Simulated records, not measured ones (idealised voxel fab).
The following is a process module called voxel capacitor over wiring.
This is section cut - it's 255 nm across, gridded in 5 nm square cells.
A cross-section is written here as square cells arranged in a grid, and it is given in bands from the top down, each band taking up one or more rows of cells. Band: top and bottom heights (nm) first, top before bottom; then materials from left to right, widths in nm. "full width" marks a sole material filling the band edge to edge. "air" denotes empty space. Counting heights begins at 0, where everything beneath is, in the wafer as received, one material. The lowest band has no bottom; it goes on downwards, as "0 -> down" shows. The notation "30..40" denotes a width that varies across the rows of cells in the band, beginning at the first number in the top row, finishing at the second number in the bottom row, and changing by an identical amount from each row to the next. Any step labelled "same as before" changed none of the cells in the cross-section. Basically, "Closed void roster" tells you about the enclosed voids: empty spaces with no open way to the top, 8 cells or bigger, each written width x height at distance, where distance is from the left edge, all in nm. It should be noted that, on the line of a given step, the content following the step's settings is a remark produced by the simulator itself with respect to that step. On any step carrying a mask, the "overlay nm" setting, if present on the step's line, tells how far right of its planned place the mask lay; negative values point to the left.

# Intended process steps
1: op RECEIVE | material Si
2: op CONFORMAL_DEP | material SiO2 | thk nm 15
3: op CONFORMAL_DEP | material SiCN | thk nm 5
4: op DIRECTIONAL_DEP | material lowk | thk nm 15
5: op PATTERN | tone open | mask id METAL_1 | material resist | width nm 25 | pitch nm 90 | thk nm 15 | overlay nm 0
6: op DIRECTIONAL_ETCH | etch materials lowk | depth nm 15
7: op DIRECTIONAL_ETCH | etch materials SiCN | depth nm 5
8: op STRIP | etch materials resist
9: op CONFORMAL_DEP | material TiN | thk nm 5
10: op FILL_DEP | material Cu | thk nm 5
11: op CMP | height nm 35
12: op EPI | material Ru | thk nm 5
13: op FILL_DEP | material SiCN | thk nm 5
14: op DIRECTIONAL_DEP | material lowk | thk nm 15
15: op DIRECTIONAL_DEP | material aC | thk nm 10
16: op PATTERN | tone open | mask id PLUG_1 | material resist | width nm 15 | thk nm 25 | overlay nm 0
17: op DIRECTIONAL_ETCH | etch materials aC | depth nm 10
18: op STRIP | etch materials resist
19: op DIRECTIONAL_ETCH | etch materials lowk | depth nm 15
20: op DIRECTIONAL_ETCH | etch materials SiCN | depth nm 5
21: op STRIP | etch materials aC
22: op EPI | material Ru | thk nm 10
23: op EPI | material Ru | thk nm 10
24: op DIRECTIONAL_DEP | material TiN | thk nm 5
25: op DIRECTIONAL_DEP | material SiN | thk nm 5
26: op DIRECTIONAL_DEP | material TiN | thk nm 10
27: op MASKED_ETCH | tone cover | mask id UPPER_PLATE | width nm 70 | etch materials TiN | depth nm 10 | overlay nm 0
28: op MASKED_ETCH | tone cover | mask id UPPER_PLATE | width nm 70 | etch materials SiN | depth nm 5 | overlay nm 0
29: op PATTERN | tone cover | mask id LOWER_PLATE | material resist | width nm 80 | thk nm 15 | overlay nm 0
30: op DIRECTIONAL_ETCH | etch materials TiN | depth nm 5
31: op STRIP | etch materials resist
32: op FILL_DEP | material SiO2 | thk nm 15
33: op CMP | height nm 90
34: op PATTERN | tone open | mask id PLUG_2 | material resist | width nm 15 | thk nm 15 | overlay nm 0
35: op DIRECTIONAL_ETCH | etch materials SiO2 | depth nm 10
36: op STRIP | etch materials resist
37: op CONFORMAL_DEP | material TiN | thk nm 5
38: op FILL_DEP | material W | thk nm 5
39: op CMP | height nm 90
40: op CONFORMAL_DEP | material SiN | thk nm 5
For clarity, it should be stated that the wafers under discussion commence in an identical condition and differ with respect to the thk nm of step 37, the plan indicating the value that the first wafer had.

# Cross-section of the first of several wafers on receipt, reflecting completion of step 1
- 0 -> down: Si full width
- Closed void roster: none

# Per wafer (row), end of module: delta in cells per material since receipt, (+) for gained, (-) for lost; closed voids after that
thk nm 5 | +18 Cu | +26 Ru | +126 SiCN | +65 SiN | +395 SiO2 | +71 TiN | +1 W | +267 lowk | Closed void roster: none
thk nm 10 | +18 Cu | +26 Ru | +126 SiCN | +65 SiN | +395 SiO2 | +72 TiN | +267 lowk | Closed void roster: none
thk nm 15 | +18 Cu | +26 Ru | +126 SiCN | +65 SiN | +395 SiO2 | +72 TiN | +267 lowk | Closed void roster: none
thk nm 20 | +18 Cu | +26 Ru | +126 SiCN | +65 SiN | +395 SiO2 | +72 TiN | +267 lowk | Closed void roster: none
